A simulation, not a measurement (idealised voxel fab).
The document below concerns the process module designated voxel lift off.
We display cut, a cross-section 260 nm in width whose square cells are each 5 nm.
A cross-section is a grid of square cells, given in bands from the top down. A band is one or more rows of cells. Each band's line starts with the height of the band's top and of its bottom, in nm. Then come its materials from left to right, each with its width in nm. One material with "full width" fills the band from edge to edge. "empty" is empty space. Measure heights from 0. That's the level where, below it, the as-received wafer is all one material. The lowest band is bottomless and extends downward; write it as in "0 and below". A width such as "30 to 40" changes by the same amount from each row of cells to the next, from the band's top row to its bottom row. Where a step carries "no alteration", the cross-section came out of it unchanged, cell for cell. Look at "Closed internal voids" for the closed voids: empty spaces with no open path to the top, sized 8 cells or up. Each is width x height at distance, distance from the left edge, all nm. On a step's line, text after the settings is the simulator commenting on that step. "overlay nm" denotes, for a step that has a mask, the displacement of the mask to the right of its planned place, with negative values corresponding to the left.
-- Steps in the process plan
1. op RECEIVE | material Si
2. op CONFORMAL_DEP | material SiO2 | thk nm 15
3. op PATTERN | tone open | mask id LINES | material resist | width nm 15 | pitch nm 45 | thk nm 30 | overlay nm -15
4. op DIRECTIONAL_DEP | material Ru | thk nm 15
5. op STRIP | etch materials resist
6. op CONFORMAL_DEP | material SiN | thk nm 5
Among the wafers covered here, the point of difference is the overlay nm at step 3; their starting state is shared, and the plan presents the value of the first wafer.
-- As-received cross-section, first of several wafers, post step 1
- 0 and below: Si full width
- Closed internal voids: none
-- End of module, by wafer: material-by-material cell gain (+) or loss (-) since receipt, then closed voids
overlay nm -15, +18 Ru, +64 SiN, +156 SiO2, Closed internal voids: none
overlay nm -10, +18 Ru, +64 SiN, +156 SiO2, Closed internal voids: none
overlay nm -5, +18 Ru, +64 SiN, +156 SiO2, Closed internal voids: none
overlay nm 0, +18 Ru, +64 SiN, +156 SiO2, Closed internal voids: none
overlay nm 5, +18 Ru, +64 SiN, +156 SiO2, Closed internal voids: none
overlay nm 10, +18 Ru, +64 SiN, +156 SiO2, Closed internal voids: none
overlay nm 15, +18 Ru, +64 SiN, +156 SiO2, Closed internal voids: none
